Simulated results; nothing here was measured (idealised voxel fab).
The document below concerns the process module designated voxel trench capacitor.
The cross-section shown here is cut; it is 200 nm wide and divided into square cells measuring 5 nm on a side.
If you're reading a cross-section in this doc, picture square cells in a grid; it comes to you as bands, top ones listed first down to the bottom, and a band can be one or more rows of cells.
Heights first: top, then bottom, in nm. Then materials, left to right, each with a width in nm. "edge to edge" on a single material: fills the band edge to edge. "air": empty space.
Measure heights from 0. That's the level where, below it, the as-received wafer is all one material. The lowest band is bottomless and extends downward; write it as in "0 -> down".
A width such as "30->40" changes by the same amount from each row of cells to the next, from the band's top row to its bottom row.
"no modification" after a step means that no cell of the cross-section changed.
The entry titled "Unvented internal voids" provides the empty spaces that have no open way to the top, restricted to those of 8 cells or more. Each is presented as width x height at distance, the distance being measured from the left edge, with all three in nm.
The remark found on a step's line after its settings is issued by the simulator itself and pertains to that step.
When a step includes a mask, the "overlay nm" setting on its line states how far to the right of its planned place that mask lay, and negative values state how far to the left.
[Here's what the planned process steps look like]
- 1: RECEIVE | material Si
- 2: CONFORMAL_DEP | material SiN | thk nm 5
- 3: MASKED_ETCH | tone open | mask id TRENCH | width nm 15 | pitch nm 45 | etch materials SiN | depth nm 5 | overlay nm 0
- 4: MASKED_ETCH | tone open | mask id TRENCH | width nm 15 | pitch nm 45 | etch materials Si | depth nm 40 | overlay nm 0
- 5: CONFORMAL_DEP | material SiO2 | thk nm 5
- 6: FILL_DEP | material polySi | thk nm 5
- 7: CMP | height nm 5
[Incoming wafer in cross-section (state: after step 1)]
  0 -> down: Si edge to edge
  Unvented internal voids: none
[Post-module cross-section: identical start and plan to those above, one misstep in execution]
  5 -> 0: SiO2 45 nm / SiN 15 nm / SiO2 30 nm / SiN 15 nm / SiO2 30 nm / SiN 15 nm / SiO2 50 nm
  0 -> down: Si edge to edge
  Unvented internal voids: none
What broke from the plan during processing? step 3 ran as: MASKED_ETCH | tone cover | mask id TRENCH | width nm 15 | pitch nm 45 | etch materials SiN | depth nm 5 | overlay nm 0
